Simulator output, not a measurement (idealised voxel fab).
Title: Process Module voxel released beams
200 nm wide, 5 nm square cells: that's cross-section cut.
Bands, listed from the top down, are how a cross-section gets written in this document; the cross-section itself is a grid of square cells, and a band is one or more rows of them. Per band: top height and bottom height in nm, followed by the left-to-right materials and their widths in nm; "all across" marks a single material spanning edge to edge, "air" marks empty space. Height is counted from the level 0, under which the received wafer is composed throughout of one material. The lowest of the bands is not closed at the bottom but continues downward, in the notation "0 down". Top row gets the first number, bottom row gets the second, and each row in between changes by the same step: that is how a band width like "30 to 40" works. A step reported as "stayed the same" is a step in which no cell of the cross-section changed. Listed in "Enclosed void list": every empty space of 8 or more cells without an open way to the top. Form: width x height at distance, the distance being from the left edge, all in nm. On each step's line, the part that comes after the settings is the simulator's own comment on the step. A step's line can hold "overlay nm"; with a mask on that step, the setting says how far right of the planned place the mask lay, while a negative setting says it lay to the left. Below you will find pairs of cross-sections. In each, one shows the wafer before one process step and the other after it, with the after view ending at the lowest band that changed. Under each pair is the step separating them, along with its settings. Do not assume the pairs form a chain: they can come from different runs of this module on the same starting wafer, and a pair continues from the pair above it only when its "Pre-step cross-section" entry says so.
# Pre-step cross-section
0 down = Si all across
Enclosed void list: none
# Result of Step
10 to 0 = Al2O3 all across
Below 0, the layers are the same as they were.
Enclosed void list: none
What process step lies between the two cross-sections above? CONFORMAL_DEP,material Al2O3,thk nm 10
Pre-step cross-section: unchanged from the after cross-section in the pair immediately above; refer to that figure.
# Result of Step
30 to 10 = SiO2 all across
Below 10, the layers are the same as they were.
Enclosed void list: none
What process step lies between the two cross-sections above? DIRECTIONAL_DEP,material SiO2,thk nm 20
Pre-step cross-section: unchanged from the after cross-section in the pair immediately above; refer to that figure.
# Result of Step
50 to 30 = 55 of resist  25 of air  120 of resist
Below 30, the layers are the same as they were.
Enclosed void list: none
What process step lies between the two cross-sections above? PATTERN,tone open,mask id ANCHOR,material resist,width nm 25,thk nm 20,overlay nm 0
Pre-step cross-section: unchanged from the after cross-section in the pair immediately above; refer to that figure.
# Result of Step
50 to 30 = 55 of resist  25 of air  120 of resist
30 to 10 = 55 of SiO2  25 of air  120 of SiO2
Below 10, the layers are the same as they were.
Enclosed void list: none
What process step lies between the two cross-sections above? DIRECTIONAL_ETCH,etch materials SiO2,depth nm 20
Pre-step cross-section: unchanged from the after cross-section in the pair immediately above; refer to that figure.
# Result of Step
30 to 10 = 55 of SiO2  25 of air  120 of SiO2
Below 10, the layers are the same as they were.
Enclosed void list: none
What process step lies between the two cross-sections above? STRIP,etch materials resist
Pre-step cross-section: unchanged from the after cross-section in the pair immediately above; refer to that figure.
# Result of Step
40 to 30 = 65 of W  5 of air  130 of W
30 to 20 = 55 of SiO2  10 of W  5 of air  10 of W  120 of SiO2
20 to 10 = 55 of SiO2  25 of W  120 of SiO2
Below 10, the layers are the same as they were.
Enclosed void list: none
What process step lies between the two cross-sections above? CONFORMAL_DEP,material W,thk nm 10
Pre-step cross-section: unchanged from the after cross-section in the pair immediately above; refer to that figure.
# Result of Step
40 to 30 = 50 of air  15 of W  5 of air  70 of W  60 of air
Below 30, the layers are the same as they were.
Enclosed void list: none
What process step lies between the two cross-sections above? MASKED_ETCH,tone cover,mask id BEAM,width nm 90,etch materials W,depth nm 10,overlay nm 0
Pre-step cross-section: unchanged from the after cross-section in the pair immediately above; refer to that figure.
# Result of Step
40 to 30 = 50 of air  15 of W  5 of air  70 of W  60 of air
30 to 20 = 55 of air  10 of W  5 of air  10 of W  120 of air
20 to 10 = 55 of air  25 of W  120 of air
Below 10, the layers are the same as they were.
Enclosed void list: none
What process step lies between the two cross-sections above? STRIP,etch materials SiO2
# Pre-step cross-section
0 down = Si all across
Enclosed void list: none
# Result of Step
20 to 0 = SiO2 all across
Below 0, the layers are the same as they were.
Enclosed void list: none
What process step lies between the two cross-sections above? DIRECTIONAL_DEP,material SiO2,thk nm 20
Pre-step cross-section: unchanged from the after cross-section in the pair immediately above; refer to that figure.
# Result of Step
40 to 20 = 55 of resist  25 of air  120 of resist
Below 20, the layers are the same as they were.
Enclosed void list: none
What process step lies between the two cross-sections above? PATTERN,tone open,mask id ANCHOR,material resist,width nm 25,thk nm 20,overlay nm 0
Pre-step cross-section: unchanged from the after cross-section in the pair immediately above; refer to that figure.
# Result of Step
40 to 20 = 55 of resist  25 of air  120 of resist
20 to 0 = 55 of SiO2  25 of air  120 of SiO2
Below 0, the layers are the same as they were.
Enclosed void list: none
What process step lies between the two cross-sections above? DIRECTIONAL_ETCH,etch materials SiO2,depth nm 20
Pre-step cross-section: unchanged from the after cross-section in the pair immediately above; refer to that figure.
# Result of Step
20 to 0 = 55 of SiO2  25 of air  120 of SiO2
Below 0, the layers are the same as they were.
Enclosed void list: none
What process step lies between the two cross-sections above? STRIP,etch materials resist
Pre-step cross-section: unchanged from the after cross-section in the pair immediately above; refer to that figure.
# Result of Step
30 to 20 = 65 of W  5 of air  130 of W
20 to 10 = 55 of SiO2  10 of W  5 of air  10 of W  120 of SiO2
10 to 0 = 55 of SiO2  25 of W  120 of SiO2
Below 0, the layers are the same as they were.
Enclosed void list: none
What process step lies between the two cross-sections above? CONFORMAL_DEP,material W,thk nm 10
Pre-step cross-section: unchanged from the after cross-section in the pair immediately above; refer to that figure.
# Result of Step
30 to 20 = 50 of air  15 of W  5 of air  70 of W  60 of air
Below 20, the layers are the same as they were.
Enclosed void list: none
What process step lies between the two cross-sections above? MASKED_ETCH,tone cover,mask id BEAM,width nm 90,etch materials W,depth nm 10,overlay nm 0
Pre-step cross-section: unchanged from the after cross-section in the pair immediately above; refer to that figure.
# Result of Step
30 to 20 = 50 of air  15 of W  5 of air  70 of W  60 of air
20 to 10 = 55 of air  10 of W  5 of air  10 of W  120 of air
10 to 0 = 55 of air  25 of W  120 of air
Below 0, the layers are the same as they were.
Enclosed void list: none
What process step lies between the two cross-sections above? STRIP,etch materials SiO2
# Pre-step cross-section
20 to 0 = SiO2 all across
0 down = Si all across
Enclosed void list: none
# Result of Step
30 to 20 = Al2O3 all across
Below 20, the layers are the same as they were.
Enclosed void list: none
What process step lies between the two cross-sections above? CONFORMAL_DEP,material Al2O3,thk nm 10
Pre-step cross-section: unchanged from the after cross-section in the pair immediately above; refer to that figure.
# Result of Step
50 to 30 = 55 of resist  25 of air  120 of resist
Below 30, the layers are the same as they were.
Enclosed void list: none
What process step lies between the two cross-sections above? PATTERN,tone open,mask id ANCHOR,material resist,width nm 25,thk nm 20,overlay nm 0
Pre-step cross-section: unchanged from the after cross-section in the pair immediately above; refer to that figure.
# Result of Step
30 to 20 = Al2O3 all across
Below 20, the layers are the same as they were.
Enclosed void list: none
What process step lies between the two cross-sections above? STRIP,etch materials resist
Pre-step cross-section: unchanged from the after cross-section in the pair immediately above; refer to that figure.
# Result of Step
40 to 30 = W all across
Below 30, the layers are the same as they were.
Enclosed void list: none
What process step lies between the two cross-sections above? CONFORMAL_DEP,material W,thk nm 10
Pre-step cross-section: unchanged from the after cross-section in the pair immediately above; refer to that figure.
# Result of Step
40 to 30 = 50 of air  90 of W  60 of air
Below 30, the layers are the same as they were.
Enclosed void list: none
What process step lies between the two cross-sections above? MASKED_ETCH,tone cover,mask id BEAM,width nm 90,etch materials W,depth nm 10,overlay nm 0
# Pre-step cross-section
30 to 10 = 55 of SiO2  25 of air  120 of SiO2
10 to 0 = Al2O3 all across
0 down = Si all across
Enclosed void list: none
# Result of Step
45 to 30 = W all across
30 to 10 = 55 of SiO2  25 of W  120 of SiO2
Below 10, the layers are the same as they were.
Enclosed void list: none
What process step lies between the two cross-sections above? CONFORMAL_DEP,material W,thk nm 15
Pre-step cross-section: unchanged from the after cross-section in the pair immediately above; refer to that figure.
# Result of Step
45 to 35 = 50 of air  90 of W  60 of air
Below 35, the layers are the same as they were.
Enclosed void list: none
What process step lies between the two cross-sections above? MASKED_ETCH,tone cover,mask id BEAM,width nm 90,etch materials W,depth nm 10,overlay nm 0
# Pre-step cross-section
40 to 30 = 65 of W  5 of air  130 of W
30 to 20 = 55 of SiO2  10 of W  5 of air  10 of W  120 of SiO2
20 to 10 = 55 of SiO2  25 of W  120 of SiO2
10 to 0 = Al2O3 all across
0 down = Si all across
Enclosed void list: none
# Result of Step
40 to 30 = 55 of air  10 of W  5 of air  70 of W  60 of air
Below 30, the layers are the same as they were.
Enclosed void list: none
What process step lies between the two cross-sections above? MASKED_ETCH,tone cover,mask id BEAM,width nm 85,etch materials W,depth nm 10,overlay nm 0
Pre-step cross-section: unchanged from the after cross-section in the pair immediately above; refer to that figure.
# Result of Step
40 to 30 = 55 of air  10 of W  5 of air  70 of W  60 of air
30 to 20 = 55 of air  10 of W  5 of air  10 of W  120 of air
20 to 10 = 55 of air  25 of W  120 of air
Below 10, the layers are the same as they were.
Enclosed void list: none
What process step lies between the two cross-sections above? STRIP,etch materials SiO2
# Pre-step cross-section
30 to 10 = SiO2 all across
10 to 0 = Al2O3 all across
0 down = Si all across
Enclosed void list: none
# Result of Step
50 to 30 = 60 of resist  25 of air  115 of resist
Below 30, the layers are the same as they were.
Enclosed void list: none
What process step lies between the two cross-sections above? PATTERN,tone open,mask id ANCHOR,material resist,width nm 25,thk nm 20,overlay nm 5
Pre-step cross-section: unchanged from the after cross-section in the pair immediately above; refer to that figure.
# Result of Step
50 to 30 = 60 of resist  25 of air  115 of resist
30 to 10 = 60 of SiO2  25 of air  115 of SiO2
Below 10, the layers are the same as they were.
Enclosed void list: none
What process step lies between the two cross-sections above? DIRECTIONAL_ETCH,etch materials SiO2,depth nm 20
Pre-step cross-section: unchanged from the after cross-section in the pair immediately above; refer to that figure.
# Result of Step
30 to 10 = 60 of SiO2  25 of air  115 of SiO2
Below 10, the layers are the same as they were.
Enclosed void list: none
What process step lies between the two cross-sections above? STRIP,etch materials resist
Pre-step cross-section: unchanged from the after cross-section in the pair immediately above; refer to that figure.
# Result of Step
40 to 30 = 70 of W  5 of air  125 of W
30 to 20 = 60 of SiO2  10 of W  5 of air  10 of W  115 of SiO2
20 to 10 = 60 of SiO2  25 of W  115 of SiO2
Below 10, the layers are the same as they were.
Enclosed void list: none
What process step lies between the two cross-sections above? CONFORMAL_DEP,material W,thk nm 10
Pre-step cross-section: unchanged from the after cross-section in the pair immediately above; refer to that figure.
# Result of Step
40 to 30 = 50 of air  20 of W  5 of air  65 of W  60 of air
Below 30, the layers are the same as they were.
Enclosed void list: none
What process step lies between the two cross-sections above? MASKED_ETCH,tone cover,mask id BEAM,width nm 90,etch materials W,depth nm 10,overlay nm 0
Pre-step cross-section: unchanged from the after cross-section in the pair immediately above; refer to that figure.
# Result of Step
40 to 30 = 50 of air  20 of W  5 of air  65 of W  60 of air
30 to 20 = 60 of air  10 of W  5 of air  10 of W  115 of air
20 to 10 = 60 of air  25 of W  115 of air
Below 10, the layers are the same as they were.
Enclosed void list: none
What process step lies between the two cross-sections above? STRIP,etch materials SiO2
# Pre-step cross-section
40 to 30 = 50 of air  15 of W  5 of air  70 of W  60 of air
30 to 20 = 55 of SiO2  10 of W  5 of air  10 of W  120 of SiO2
20 to 10 = 55 of SiO2  25 of W  120 of SiO2
10 to 0 = Al2O3 all across
0 down = Si all across
Enclosed void list: none
# Result of Step
30 to 10 = 55 of SiO2  25 of air  120 of SiO2
Below 10, the layers are the same as they were.
Enclosed void list: none
What process step lies between the two cross-sections above? STRIP,etch materials W
# Pre-step cross-section
30 to 10 = SiO2 all across
10 to 0 = Al2O3 all across
0 down = Si all across
Enclosed void list: none
# Result of Step
50 to 30 = 55 of air  25 of resist  120 of air
Below 30, the layers are the same as they were.
Enclosed void list: none
What process step lies between the two cross-sections above? PATTERN,tone cover,mask id ANCHOR,material resist,width nm 25,thk nm 20,overlay nm 0
Pre-step cross-section: unchanged from the after cross-section in the pair immediately above; refer to that figure.
# Result of Step
50 to 30 = 55 of air  25 of resist  120 of air
30 to 10 = 55 of air  25 of SiO2  120 of air
Below 10, the layers are the same as they were.
Enclosed void list: none
What process step lies between the two cross-sections above? DIRECTIONAL_ETCH,etch materials SiO2,depth nm 20
Pre-step cross-section: unchanged from the after cross-section in the pair immediately above; refer to that figure.
# Result of Step
30 to 10 = 55 of air  25 of SiO2  120 of air
Below 10, the layers are the same as they were.
Enclosed void list: none
What process step lies between the two cross-sections above? STRIP,etch materials resist
Pre-step cross-section: unchanged from the after cross-section in the pair immediately above; refer to that figure.
# Result of Step
40 to 30 = 45 of air  45 of W  110 of air
30 to 20 = 45 of air  10 of W  25 of SiO2  10 of W  110 of air
20 to 10 = 55 of W  25 of SiO2  120 of W
Below 10, the layers are the same as they were.
Enclosed void list: none
What process step lies between the two cross-sections above? CONFORMAL_DEP,material W,thk nm 10
Pre-step cross-section: unchanged from the after cross-section in the pair immediately above; refer to that figure.
# Result of Step
40 to 30 = 50 of air  40 of W  110 of air
30 to 20 = 45 of air  10 of W  25 of SiO2  10 of W  110 of air
20 to 10 = 45 of air  10 of W  25 of SiO2  60 of W  60 of air
Below 10, the layers are the same as they were.
Enclosed void list: none
What process step lies between the two cross-sections above? MASKED_ETCH,tone cover,mask id BEAM,width nm 90,etch materials W,depth nm 10,overlay nm 0
